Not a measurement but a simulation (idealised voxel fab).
process module | voxel trench capacitor
cross-section cut | 145 nm wide | cells 5 nm
A cross-section is a grid of square cells, given in bands from the top down. A band is one or more rows of cells.
Each band's line starts with the height of the band's top and of its bottom, in nm. Then come its materials from left to right, each with its width in nm. One material with "throughout" fills the band from edge to edge. "air" is empty space.
Height 0 is the level under which the wafer as received is all one material. The lowest band goes on downwards, as in "0 down".
A width such as "30 to 40" changes by the same amount from each row of cells to the next, from the band's top row to its bottom row.
"no change" after a step means that no cell of the cross-section changed.
closed voids: empty space of 8 cells or more with no open way to the top, each as width x height at its distance from the left edge, in nm
after a step's settings: what the simulator itself notes on the step
overlay nm, on a step with a mask: how far to the right of its planned place the mask lay; to the left if negative
plan
1 op RECEIVE | material Si
2 op CONFORMAL_DEP | material SiN | thk nm 10
3 op MASKED_ETCH | tone open | mask id TRENCH | width nm 30 | pitch nm 45 | etch materials SiN | depth nm 10 | overlay nm 0
4 op MASKED_ETCH | tone open | mask id TRENCH | width nm 30 | pitch nm 45 | etch materials Si | depth nm 25 | overlay nm 0
5 op CONFORMAL_DEP | material Al2O3 | thk nm 5
6 op CONFORMAL_DEP | material TiN | thk nm 5
7 op FILL_DEP | material W | thk nm 10
8 op CMP | height nm 10
as received, after step 1
  0 down: Si throughout
  closed voids: none
first wafer at the end, as planned
  10 to 0: SiN 35 | Al2O3 5 | TiN 5 | W 10 | TiN 5 | Al2O3 5 | SiN 15 | Al2O3 5 | TiN 5 | W 10 | TiN 5 | Al2O3 5 | SiN 35
  0 to -15: Si 35 | Al2O3 5 | TiN 5 | W 10 | TiN 5 | Al2O3 5 | Si 15 | Al2O3 5 | TiN 5 | W 10 | TiN 5 | Al2O3 5 | Si 35
  -15 to -20: Si 35 | Al2O3 5 | TiN 20 | Al2O3 5 | Si 15 | Al2O3 5 | TiN 20 | Al2O3 5 | Si 35
  -20 to -25: Si 35 | Al2O3 30 | Si 15 | Al2O3 30 | Si 35
  -25 down: Si throughout
  closed voids: none
second wafer at the end: like start, like plan, one mistake
  10 to 0: SiN 35 | Al2O3 5 | TiN 5 | W 10 | TiN 5 | Al2O3 5 | SiN 15 | Al2O3 5 | TiN 5 | W 10 | TiN 5 | Al2O3 5 | SiN 35
  0 to -40: Si 35 | Al2O3 5 | TiN 5 | W 10 | TiN 5 | Al2O3 5 | Si 15 | Al2O3 5 | TiN 5 | W 10 | TiN 5 | Al2O3 5 | Si 35
  -40 to -45: Si 35 | Al2O3 5 | TiN 20 | Al2O3 5 | Si 15 | Al2O3 5 | TiN 20 | Al2O3 5 | Si 35
  -45 to -50: Si 35 | Al2O3 30 | Si 15 | Al2O3 30 | Si 35
  -50 down: Si throughout
  closed voids: none
what went wrong: step 4 was run twice
at the end the second wafer has, in cells: 20 more of Al2O3 | 60 fewer of Si | 20 more of TiN | 20 more of W
